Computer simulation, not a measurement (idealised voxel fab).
The following process module bears the name voxel trench capacitor.
Displayed cross-section: cut, width of 225 nm, square cells sized 5 nm.
Each cross-section below is a grid of square cells, stated as bands in top-down order, with one or more rows of cells making up each band.
The entry gives the band's vertical extent as a top height and a bottom height in nm, then its horizontal make-up as materials from left to right, each with a width in nm. "empty" stands for empty space; a single material marked "all across" fills the band edge to edge.
Height is counted from the level 0, under which the received wafer is composed throughout of one material. The lowest of the bands is not closed at the bottom but continues downward, in the notation "from 0 down".
Think of "30->40" as a width that walks from the first number to the second as you go down the band, top row to bottom row, taking equal-sized steps from row to row.
Basically "remains unaltered" means that step didn't change any cell in the cross-section.
If an empty space has no open way to the top and is at least 8 cells in size, "Fully sealed voids" lists it, written width x height at distance, where distance is measured from the left edge and every value is in nm.
Formally, on a step line, whatever follows the settings is a remark that the simulator itself makes on the step.
overlay nm, on a step with a mask: how far to the right of its planned place the mask lay; to the left if negative

Intended process steps
- 1: RECEIVE (material Si)
- 2: CONFORMAL_DEP (material SiN; thk nm 10)
- 3: MASKED_ETCH (tone open; mask id TRENCH; width nm 20; pitch nm 45; etch materials SiN; depth nm 10; overlay nm 0)
- 4: MASKED_ETCH (tone open; mask id TRENCH; width nm 20; pitch nm 45; etch materials Si; depth nm 25; overlay nm 0)
- 5: CONFORMAL_DEP (material SiO2; thk nm 5)
- 6: FILL_DEP (material polySi; thk nm 5)
- 7: CMP (height nm 0)
It is noted that the wafers described herein are identical at the outset and are distinguished by the height nm of step 7; the value stated in the plan corresponds to the first wafer.

Step 1 complete: as-received cross-section of the first of several wafers
> from 0 down  Si all across
> Fully sealed voids: none

Below: a row per wafer. Contents at end of module: for every material, cells gained since receipt (+) or lost since receipt (-); then closed voids
height nm 0 | -60 Si | +36 SiO2 | +24 polySi | Fully sealed voids: none
height nm 5 | -60 Si | +33 SiN | +42 SiO2 | +30 polySi | Fully sealed voids: none
height nm 10 | -60 Si | +66 SiN | +48 SiO2 | +36 polySi | Fully sealed voids: none
height nm 15 | -60 Si | +66 SiN | +87 SiO2 | +42 polySi | Fully sealed voids: none
height nm 20 | -60 Si | +66 SiN | +87 SiO2 | +87 polySi | Fully sealed voids: none
